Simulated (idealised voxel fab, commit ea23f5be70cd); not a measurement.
The process module presented herein is designated voxel capacitor over wiring.
180 nm wide, 5 nm square cells: that's cross-section cut.
Cross-sections here: square-cell grids, written as top-down lists of bands, a band being one or more rows of cells. Read a band's entry like this: the first values are the height of its top and the height of its bottom in nm, and what follows is the sequence of materials from left to right, each with its width in nm. Note that "empty" is empty space, and that a single material marked "throughout" reaches across the band from edge to edge. Height is counted from the level 0, under which the received wafer is composed throughout of one material. The lowest of the bands is not closed at the bottom but continues downward, in the notation "0 and below". When a width is written as two numbers, as in "30->40", the first number is the width in the top row of cells of the band and the second is the width in its bottom row, and the width changes by the same amount from each row to the next. Key: "no change" - step with no changed cell in the cross-section. Empty spaces without an open route to the top, at least 8 cells in extent, make up the entry "Fully sealed voids"; each is given as width x height at distance, where the distance is measured from the left edge, and all are in nm. Note: text after step settings on the step line = simulator remark on that step. overlay nm: on a step with a mask, how far right of its planned place the mask lay; negative means left.

The process steps that were planned are listed below:
1: op RECEIVE | material Si
2: op CONFORMAL_DEP | material SiO2 | thk nm 15
3: op DIRECTIONAL_DEP | material TiN | thk nm 5
4: op DIRECTIONAL_DEP | material Ru | thk nm 20
5: op PATTERN | tone cover | mask id METAL_1 | material resist | width nm 25 | pitch nm 95 | thk nm 20 | overlay nm 0
6: op DIRECTIONAL_ETCH | etch materials Ru | depth nm 20
7: op DIRECTIONAL_ETCH | etch materials TiN | depth nm 5
8: op STRIP | etch materials resist
9: op CONFORMAL_DEP | material SiCN | thk nm 5
10: op FILL_DEP | material lowk | thk nm 5
11: op CMP | height nm 40
12: op CONFORMAL_DEP | material SiCN | thk nm 5
13: op DIRECTIONAL_DEP | material SiO2 | thk nm 10
14: op DIRECTIONAL_DEP | material aC | thk nm 15
15: op PATTERN | tone open | mask id PLUG_1 | material resist | width nm 15 | thk nm 35 | overlay nm 0
16: op DIRECTIONAL_ETCH | etch materials aC | depth nm 15
17: op STRIP | etch materials resist
18: op DIRECTIONAL_ETCH | etch materials SiO2 | depth nm 10
19: op DIRECTIONAL_ETCH | etch materials SiCN | depth nm 5
20: op STRIP | etch materials aC
21: op EPI | material Ru | thk nm 10
22: op EPI | material Ru | thk nm 5
23: op DIRECTIONAL_DEP | material TiN | thk nm 5
24: op DIRECTIONAL_DEP | material HfO2 | thk nm 5
25: op DIRECTIONAL_DEP | material TiN | thk nm 5
26: op DIRECTIONAL_DEP | material aC | thk nm 15
27: op PATTERN | tone cover | mask id UPPER_PLATE | material resist | width nm 75 | thk nm 30 | overlay nm 0
28: op DIRECTIONAL_ETCH | etch materials aC | depth nm 15
29: op STRIP | etch materials resist
30: op DIRECTIONAL_ETCH | etch materials TiN | depth nm 5
31: op DIRECTIONAL_ETCH | etch materials HfO2 | depth nm 5
32: op STRIP | etch materials aC
33: op DIRECTIONAL_DEP | material aC | thk nm 15
34: op PATTERN | tone cover | mask id LOWER_PLATE | material resist | width nm 85 | thk nm 35 | overlay nm 0
35: op DIRECTIONAL_ETCH | etch materials aC | depth nm 15
36: op STRIP | etch materials resist
37: op DIRECTIONAL_ETCH | etch materials TiN | depth nm 5
38: op STRIP | etch materials aC
39: op FILL_DEP | material SiO2 | thk nm 15
40: op CMP | height nm 80
41: op DIRECTIONAL_DEP | material aC | thk nm 10
42: op PATTERN | tone open | mask id PLUG_2 | material resist | width nm 15 | thk nm 30 | overlay nm 0
43: op DIRECTIONAL_ETCH | etch materials aC | depth nm 10
44: op STRIP | etch materials resist
45: op DIRECTIONAL_ETCH | etch materials SiO2 | depth nm 10
46: op STRIP | etch materials aC
47: op CONFORMAL_DEP | material TiN | thk nm 5
48: op FILL_DEP | material W | thk nm 10
49: op CMP | height nm 80
50: op CONFORMAL_DEP | material SiCN | thk nm 5

Cross-section of the wafer at receipt, which is the condition after step 1:
* 0 and below  Si throughout
* Fully sealed voids: none

End state of the module in cross-section, given the above starting point and plan and one mistake in execution:
* 85 down to 80  SiCN throughout
* 80 down to 75  SiO2 (50)  TiN (5)  W (5)  TiN (5)  SiO2 (115)
* 75 down to 65  SiO2 (50->40)  TiN (15->75)  SiO2 (115->65)
* 65 down to 60  SiO2 (40)  HfO2 (75)  SiO2 (65)
* 60 down to 55  SiO2 (35)  TiN (85)  SiO2 (60)
* 55 down to 45  SiO2 (40)  Ru (15)  SiO2 (125)
* 45 down to 40  SiCN (40)  Ru (15)  SiCN (125)
* 40 down to 20  lowk (30)  SiCN (5)  Ru (15)  SiCN (5)  lowk (70)  SiCN (5)  Ru (15)  SiCN (5)  lowk (30)
* 20 down to 15  SiCN (35)  TiN (15)  SiCN (80)  TiN (15)  SiCN (35)
* 15 down to 0  SiO2 throughout
* 0 and below  Si throughout
* Fully sealed voids: none
Against the plan, the run slipped here: for step 5, the planned setting was not used; the step was instead run as op PATTERN | tone cover | mask id METAL_1 | material resist | width nm 15 | pitch nm 95 | thk nm 20 | overlay nm 0
